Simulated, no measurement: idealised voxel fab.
Name of the process module below: voxel ribs on slabs
160 nm wide, 5 nm square cells: that's cross-section cut.
Cross-sections here: square-cell grids, written as top-down lists of bands, a band being one or more rows of cells.
Quick guide to a band line: top height, bottom height (nm) up front; then every material left to right with its width in nm. Only one material and it's marked "all across"? Then it fills the band edge to edge. And "empty" just means empty space.
Basically, 0 is our baseline, since under it the wafer straight out of the box is all one material. The bottom band has no lower end and keeps on going down, so it looks like "0 -> down".
Width: "30 to 40" (first number = top row, second number = bottom row, same change from row to row of cells).
When a step is marked "no modifications", none of the cells in the cross-section changed during that step.
For the entry "Fully sealed cavities", the listed items are empty spaces with no open way to the top whose size is 8 cells or more; each item follows the pattern width x height at distance, where distance is from the left edge and all three are in nm.
What comes after the settings on a step's line is commentary from the simulator itself on that step.
"overlay nm" on a masked step: distance the mask lay right of its planned place, negative for left.

The steps planned for the process are as follows:
| 1 | op RECEIVE | material Si |
| 2 | op DIRECTIONAL_DEP | material SiO2 | thk nm 25 |
| 3 | op DIRECTIONAL_DEP | material SiN | thk nm 20 |
| 4 | op DIRECTIONAL_DEP | material aC | thk nm 10 |
| 5 | op PATTERN | tone cover | mask id RIB | material resist | width nm 30 | thk nm 30 | overlay nm 0 |
| 6 | op DIRECTIONAL_ETCH | etch materials aC | depth nm 10 |
| 7 | op STRIP | etch materials resist |
| 8 | op DIRECTIONAL_ETCH | etch materials SiN | depth nm 10 |
| 9 | op STRIP | etch materials aC |
| 10 | op DIRECTIONAL_DEP | material aC | thk nm 15 |
| 11 | op PATTERN | tone cover | mask id SLAB | material resist | width nm 90 | thk nm 30 | overlay nm 0 |
| 12 | op DIRECTIONAL_ETCH | etch materials aC | depth nm 15 |
| 13 | op STRIP | etch materials resist |
| 14 | op DIRECTIONAL_ETCH | etch materials SiN | depth nm 10 |
| 15 | op STRIP | etch materials aC |
| 16 | op FILL_DEP | material SiO2 | thk nm 25 |
| 17 | op CMP | height nm 65 |
| 18 | op DIRECTIONAL_DEP | material TiN | thk nm 5 |
| 19 | op DIRECTIONAL_DEP | material aC | thk nm 15 |
| 20 | op PATTERN | tone cover | mask id HEATER | material resist | width nm 30 | thk nm 30 | overlay nm 0 |
| 21 | op DIRECTIONAL_ETCH | etch materials aC | depth nm 15 |
| 22 | op STRIP | etch materials resist |
| 23 | op DIRECTIONAL_ETCH | etch materials TiN | depth nm 5 |
| 24 | op STRIP | etch materials aC |
| 25 | op CONFORMAL_DEP | material SiN | thk nm 5 |
Split variable: width nm, step 20. Plan value = first wafer. Wafers start alike.

First wafer of several, as received: cross-section after step 1:
	0 -> down = Si all across
	Fully sealed cavities: none

Each wafer at the end: cells of each material gained (+) or lost (-) since it was received, then its closed voids:
width nm 30; +82 SiN; +368 SiO2; +6 TiN; Fully sealed cavities: none
width nm 35; +82 SiN; +368 SiO2; +7 TiN; Fully sealed cavities: none
width nm 40; +82 SiN; +368 SiO2; +8 TiN; Fully sealed cavities: none
width nm 45; +82 SiN; +368 SiO2; +9 TiN; Fully sealed cavities: none
width nm 50; +82 SiN; +368 SiO2; +10 TiN; Fully sealed cavities: none
width nm 55; +82 SiN; +368 SiO2; +11 TiN; Fully sealed cavities: none
